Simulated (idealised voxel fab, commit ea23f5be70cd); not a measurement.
process module | voxel capacitor over wiring
cross-section cut | 270 nm wide | cells 5 nm
A cross-section is a grid of square cells, given in bands from the top down. A band is one or more rows of cells.
Each band's line starts with the height of the band's top and of its bottom, in nm. Then come its materials from left to right, each with its width in nm. One material with "throughout" fills the band from edge to edge. "air" is empty space.
Height 0 is the level under which the wafer as received is all one material. The lowest band goes on downwards, as in "0 down".
A width such as "30 to 40" changes by the same amount from each row of cells to the next, from the band's top row to its bottom row.
"no change" after a step means that no cell of the cross-section changed.
closed voids: empty space of 8 cells or more with no open way to the top, each as width x height at its distance from the left edge, in nm
after a step's settings: what the simulator itself notes on the step
overlay nm, on a step with a mask: how far to the right of its planned place the mask lay; to the left if negative
plan
1 op RECEIVE | material Si
2 op CONFORMAL_DEP | material SiO2 | thk nm 15
3 op CONFORMAL_DEP | material SiCN | thk nm 5
4 op DIRECTIONAL_DEP | material lowk | thk nm 15
5 op PATTERN | tone open | mask id METAL_1 | material resist | width nm 25 | pitch nm 95 | thk nm 15 | overlay nm 0
6 op DIRECTIONAL_ETCH | etch materials lowk | depth nm 15
7 op DIRECTIONAL_ETCH | etch materials SiCN | depth nm 5
8 op STRIP | etch materials resist
9 op CONFORMAL_DEP | material TiN | thk nm 5
10 op FILL_DEP | material W | thk nm 10
11 op CMP | height nm 35
12 op EPI | material Ru | thk nm 5
13 op FILL_DEP | material SiCN | thk nm 5
14 op DIRECTIONAL_DEP | material SiO2 | thk nm 15
15 op MASKED_ETCH | tone open | mask id PLUG_1 | width nm 15 | etch materials SiO2 | depth nm 15 | overlay nm 0
16 op MASKED_ETCH | tone open | mask id PLUG_1 | width nm 15 | etch materials SiCN | depth nm 5 | overlay nm 0
17 op EPI | material Ru | thk nm 10
18 op EPI | material Ru | thk nm 10
19 op DIRECTIONAL_DEP | material TiN | thk nm 5
20 op DIRECTIONAL_DEP | material SiN | thk nm 5
21 op DIRECTIONAL_DEP | material TiN | thk nm 10
22 op MASKED_ETCH | tone cover | mask id UPPER_PLATE | width nm 75 | etch materials TiN | depth nm 10 | overlay nm 0
23 op MASKED_ETCH | tone cover | mask id UPPER_PLATE | width nm 75 | etch materials SiN | depth nm 5 | overlay nm 0
24 op DIRECTIONAL_DEP | material aC | thk nm 10
25 op PATTERN | tone cover | mask id LOWER_PLATE | material resist | width nm 85 | thk nm 25 | overlay nm 0
26 op DIRECTIONAL_ETCH | etch materials aC | depth nm 10
27 op STRIP | etch materials resist
28 op DIRECTIONAL_ETCH | etch materials TiN | depth nm 5
29 op STRIP | etch materials aC
30 op FILL_DEP | material SiO2 | thk nm 20
31 op CMP | height nm 95
32 op PATTERN | tone open | mask id PLUG_2 | material resist | width nm 15 | thk nm 20 | overlay nm 0
33 op DIRECTIONAL_ETCH | etch materials SiO2 | depth nm 15
34 op STRIP | etch materials resist
35 op CONFORMAL_DEP | material TiN | thk nm 5
36 op FILL_DEP | material W | thk nm 10
37 op CMP | height nm 95
38 op CONFORMAL_DEP | material SiCN | thk nm 5
first wafer, as planned
as received, after step 1
  0 down: Si throughout
  closed voids: none
after step 2
  15 to 0: SiO2 throughout
  below 0: unchanged
after step 3
  20 to 15: SiCN throughout
  below 15: unchanged
after step 4
  35 to 20: lowk throughout
  below 20: unchanged
after step 5
  50 to 35: resist 75 | air 25 | resist 70 | air 25 | resist 75
  below 35: unchanged
after step 6
  50 to 35: resist 75 | air 25 | resist 70 | air 25 | resist 75
  35 to 20: lowk 75 | air 25 | lowk 70 | air 25 | lowk 75
  below 20: unchanged
after step 7
  50 to 35: resist 75 | air 25 | resist 70 | air 25 | resist 75
  35 to 20: lowk 75 | air 25 | lowk 70 | air 25 | lowk 75
  20 to 15: SiCN 75 | air 25 | SiCN 70 | air 25 | SiCN 75
  below 15: unchanged
after step 8
  35 to 20: lowk 75 | air 25 | lowk 70 | air 25 | lowk 75
  below 20: unchanged
after step 9
  40 to 35: TiN 80 | air 15 | TiN 80 | air 15 | TiN 80
  35 to 20: lowk 75 | TiN 5 | air 15 | TiN 5 | lowk 70 | TiN 5 | air 15 | TiN 5 | lowk 75
  20 to 15: SiCN 75 | TiN 25 | SiCN 70 | TiN 25 | SiCN 75
  below 15: unchanged
after step 10
  50 to 40: W throughout
  40 to 35: TiN 80 | W 15 | TiN 80 | W 15 | TiN 80
  35 to 20: lowk 75 | TiN 5 | W 15 | TiN 5 | lowk 70 | TiN 5 | W 15 | TiN 5 | lowk 75
  below 20: unchanged
after step 11
  35 to 20: lowk 75 | TiN 5 | W 15 | TiN 5 | lowk 70 | TiN 5 | W 15 | TiN 5 | lowk 75
  below 20: unchanged
after step 12
  40 to 35: air 70 | Ru 35 | air 60 | Ru 35 | air 70
  below 35: unchanged
after step 13
  45 to 40: SiCN throughout
  40 to 35: SiCN 70 | Ru 35 | SiCN 60 | Ru 35 | SiCN 70
  below 35: unchanged
after step 14
  60 to 45: SiO2 throughout
  below 45: unchanged
after step 15
  60 to 45: SiO2 85 | air 15 | SiO2 170
  below 45: unchanged
after step 16
  60 to 45: SiO2 85 | air 15 | SiO2 170
  45 to 40: SiCN 85 | air 15 | SiCN 170
  below 40: unchanged
after step 17
  60 to 50: SiO2 85 | air 15 | SiO2 170
  50 to 45: SiO2 85 | Ru 15 | SiO2 170
  45 to 40: SiCN 85 | Ru 15 | SiCN 170
  below 40: unchanged
after step 18
  60 to 45: SiO2 85 | Ru 15 | SiO2 170
  below 45: unchanged
after step 19
  65 to 60: TiN throughout
  below 60: unchanged
after step 20
  70 to 65: SiN throughout
  below 65: unchanged
after step 21
  80 to 70: TiN throughout
  below 70: unchanged
after step 22
  80 to 70: air 85 | TiN 75 | air 110
  below 70: unchanged
after step 23
  80 to 70: air 85 | TiN 75 | air 110
  70 to 65: air 85 | SiN 75 | air 110
  below 65: unchanged
after step 24
  90 to 80: air 85 | aC 75 | air 110
  80 to 75: air 85 | TiN 75 | air 110
  75 to 70: aC 85 | TiN 75 | aC 110
  70 to 65: aC 85 | SiN 75 | aC 110
  below 65: unchanged
after step 25
  115 to 90: air 80 | resist 85 | air 105
  90 to 80: air 80 | resist 5 | aC 75 | resist 5 | air 105
  80 to 75: air 80 | resist 5 | TiN 75 | resist 5 | air 105
  below 75: unchanged
after step 26
  105 to 90: air 80 | resist 85 | air 105
  90 to 80: air 80 | resist 5 | aC 75 | resist 5 | air 105
  80 to 75: air 80 | resist 5 | TiN 75 | resist 5 | air 105
  75 to 70: air 80 | aC 5 | TiN 75 | aC 5 | air 105
  70 to 65: air 80 | aC 5 | SiN 75 | aC 5 | air 105
  below 65: unchanged
after step 27
  90 to 80: air 85 | aC 75 | air 110
  80 to 75: air 85 | TiN 75 | air 110
  below 75: unchanged
after step 28
  90 to 80: air 85 | aC 75 | air 110
  80 to 75: air 85 | TiN 75 | air 110
  75 to 70: air 80 | aC 5 | TiN 75 | aC 5 | air 105
  70 to 65: air 80 | aC 5 | SiN 75 | aC 5 | air 105
  65 to 60: air 80 | TiN 85 | air 105
  below 60: unchanged
after step 29
  80 to 70: air 85 | TiN 75 | air 110
  70 to 65: air 85 | SiN 75 | air 110
  below 65: unchanged
after step 30
  100 to 80: SiO2 throughout
  80 to 70: SiO2 85 | TiN 75 | SiO2 110
  70 to 65: SiO2 85 | SiN 75 | SiO2 110
  65 to 60: SiO2 80 | TiN 85 | SiO2 105
  below 60: unchanged
after step 31
  95 to 80: SiO2 throughout
  below 80: unchanged
after step 32
  115 to 95: resist 95 | air 15 | resist 160
  below 95: unchanged
after step 33
  115 to 95: resist 95 | air 15 | resist 160
  95 to 80: SiO2 95 | air 15 | SiO2 160
  below 80: unchanged
after step 34
  95 to 80: SiO2 95 | air 15 | SiO2 160
  below 80: unchanged
after step 35
  100 to 95: TiN 100 | air 5 | TiN 165
  95 to 85: SiO2 95 | TiN 5 | air 5 | TiN 5 | SiO2 160
  85 to 80: SiO2 95 | TiN 15 | SiO2 160
  below 80: unchanged
after step 36
  110 to 100: W throughout
  100 to 95: TiN 100 | W 5 | TiN 165
  95 to 85: SiO2 95 | TiN 5 | W 5 | TiN 5 | SiO2 160
  below 85: unchanged
after step 37
  95 to 85: SiO2 95 | TiN 5 | W 5 | TiN 5 | SiO2 160
  below 85: unchanged
after step 38
  100 to 95: SiCN throughout
  below 95: unchanged
second wafer: like start, like plan, one mistake. Through step 1 it matches the first wafer
when step 2 should have ended
  30 to 0: SiO2 throughout
  below 0: unchanged
when step 3 should have ended
  35 to 30: SiCN throughout
  below 30: unchanged
when step 4 should have ended
  50 to 35: lowk throughout
  below 35: unchanged
when step 5 should have ended
  65 to 50: resist 75 | air 25 | resist 70 | air 25 | resist 75
  below 50: unchanged
when step 6 should have ended
  65 to 50: resist 75 | air 25 | resist 70 | air 25 | resist 75
  50 to 35: lowk 75 | air 25 | lowk 70 | air 25 | lowk 75
  below 35: unchanged
when step 7 should have ended
  65 to 50: resist 75 | air 25 | resist 70 | air 25 | resist 75
  50 to 35: lowk 75 | air 25 | lowk 70 | air 25 | lowk 75
  35 to 30: SiCN 75 | air 25 | SiCN 70 | air 25 | SiCN 75
  below 30: unchanged
when step 8 should have ended
  50 to 35: lowk 75 | air 25 | lowk 70 | air 25 | lowk 75
  below 35: unchanged
when step 9 should have ended
  55 to 50: TiN 80 | air 15 | TiN 80 | air 15 | TiN 80
  50 to 35: lowk 75 | TiN 5 | air 15 | TiN 5 | lowk 70 | TiN 5 | air 15 | TiN 5 | lowk 75
  35 to 30: SiCN 75 | TiN 25 | SiCN 70 | TiN 25 | SiCN 75
  below 30: unchanged
when step 10 should have ended
  65 to 55: W throughout
  55 to 50: TiN 80 | W 15 | TiN 80 | W 15 | TiN 80
  50 to 35: lowk 75 | TiN 5 | W 15 | TiN 5 | lowk 70 | TiN 5 | W 15 | TiN 5 | lowk 75
  below 35: unchanged
when step 11 should have ended
  35 to 30: SiCN 75 | TiN 25 | SiCN 70 | TiN 25 | SiCN 75
  below 30: unchanged
when step 12 should have ended
  40 to 35: air 70 | Ru 35 | air 60 | Ru 35 | air 70
  below 35: unchanged
when step 13 should have ended
  45 to 40: SiCN throughout
  40 to 35: SiCN 70 | Ru 35 | SiCN 60 | Ru 35 | SiCN 70
  below 35: unchanged
when step 14 should have ended
  60 to 45: SiO2 throughout
  below 45: unchanged
when step 15 should have ended
  60 to 45: SiO2 85 | air 15 | SiO2 170
  below 45: unchanged
when step 16 should have ended
  60 to 45: SiO2 85 | air 15 | SiO2 170
  45 to 40: SiCN 85 | air 15 | SiCN 170
  below 40: unchanged
when step 17 should have ended
  60 to 50: SiO2 85 | air 15 | SiO2 170
  50 to 45: SiO2 85 | Ru 15 | SiO2 170
  45 to 40: SiCN 85 | Ru 15 | SiCN 170
  below 40: unchanged
when step 18 should have ended
  60 to 45: SiO2 85 | Ru 15 | SiO2 170
  below 45: unchanged
when step 19 should have ended
  65 to 60: TiN throughout
  below 60: unchanged
when step 20 should have ended
  70 to 65: SiN throughout
  below 65: unchanged
when step 21 should have ended
  80 to 70: TiN throughout
  below 70: unchanged
when step 22 should have ended
  80 to 70: air 85 | TiN 75 | air 110
  below 70: unchanged
when step 23 should have ended
  80 to 70: air 85 | TiN 75 | air 110
  70 to 65: air 85 | SiN 75 | air 110
  below 65: unchanged
when step 24 should have ended
  90 to 80: air 85 | aC 75 | air 110
  80 to 75: air 85 | TiN 75 | air 110
  75 to 70: aC 85 | TiN 75 | aC 110
  70 to 65: aC 85 | SiN 75 | aC 110
  below 65: unchanged
when step 25 should have ended
  115 to 90: air 80 | resist 85 | air 105
  90 to 80: air 80 | resist 5 | aC 75 | resist 5 | air 105
  80 to 75: air 80 | resist 5 | TiN 75 | resist 5 | air 105
  below 75: unchanged
when step 26 should have ended
  105 to 90: air 80 | resist 85 | air 105
  90 to 80: air 80 | resist 5 | aC 75 | resist 5 | air 105
  80 to 75: air 80 | resist 5 | TiN 75 | resist 5 | air 105
  75 to 70: air 80 | aC 5 | TiN 75 | aC 5 | air 105
  70 to 65: air 80 | aC 5 | SiN 75 | aC 5 | air 105
  below 65: unchanged
when step 27 should have ended
  90 to 80: air 85 | aC 75 | air 110
  80 to 75: air 85 | TiN 75 | air 110
  below 75: unchanged
when step 28 should have ended
  90 to 80: air 85 | aC 75 | air 110
  80 to 75: air 85 | TiN 75 | air 110
  75 to 70: air 80 | aC 5 | TiN 75 | aC 5 | air 105
  70 to 65: air 80 | aC 5 | SiN 75 | aC 5 | air 105
  65 to 60: air 80 | TiN 85 | air 105
  below 60: unchanged
when step 29 should have ended
  80 to 70: air 85 | TiN 75 | air 110
  70 to 65: air 85 | SiN 75 | air 110
  below 65: unchanged
when step 30 should have ended
  100 to 80: SiO2 throughout
  80 to 70: SiO2 85 | TiN 75 | SiO2 110
  70 to 65: SiO2 85 | SiN 75 | SiO2 110
  65 to 60: SiO2 80 | TiN 85 | SiO2 105
  below 60: unchanged
when step 31 should have ended
  95 to 80: SiO2 throughout
  below 80: unchanged
when step 32 should have ended
  115 to 95: resist 95 | air 15 | resist 160
  below 95: unchanged
when step 33 should have ended
  115 to 95: resist 95 | air 15 | resist 160
  95 to 80: SiO2 95 | air 15 | SiO2 160
  below 80: unchanged
when step 34 should have ended
  95 to 80: SiO2 95 | air 15 | SiO2 160
  below 80: unchanged
when step 35 should have ended
  100 to 95: TiN 100 | air 5 | TiN 165
  95 to 85: SiO2 95 | TiN 5 | air 5 | TiN 5 | SiO2 160
  85 to 80: SiO2 95 | TiN 15 | SiO2 160
  below 80: unchanged
when step 36 should have ended
  110 to 100: W throughout
  100 to 95: TiN 100 | W 5 | TiN 165
  95 to 85: SiO2 95 | TiN 5 | W 5 | TiN 5 | SiO2 160
  below 85: unchanged
when step 37 should have ended
  95 to 85: SiO2 95 | TiN 5 | W 5 | TiN 5 | SiO2 160
  below 85: unchanged
when step 38 should have ended
  100 to 95: SiCN throughout
  below 95: unchanged
what went wrong: step 2 was run twice
at the end the second wafer has, in cells: 162 more of SiO2 | 12 fewer of TiN | 18 fewer of W | 132 fewer of lowk
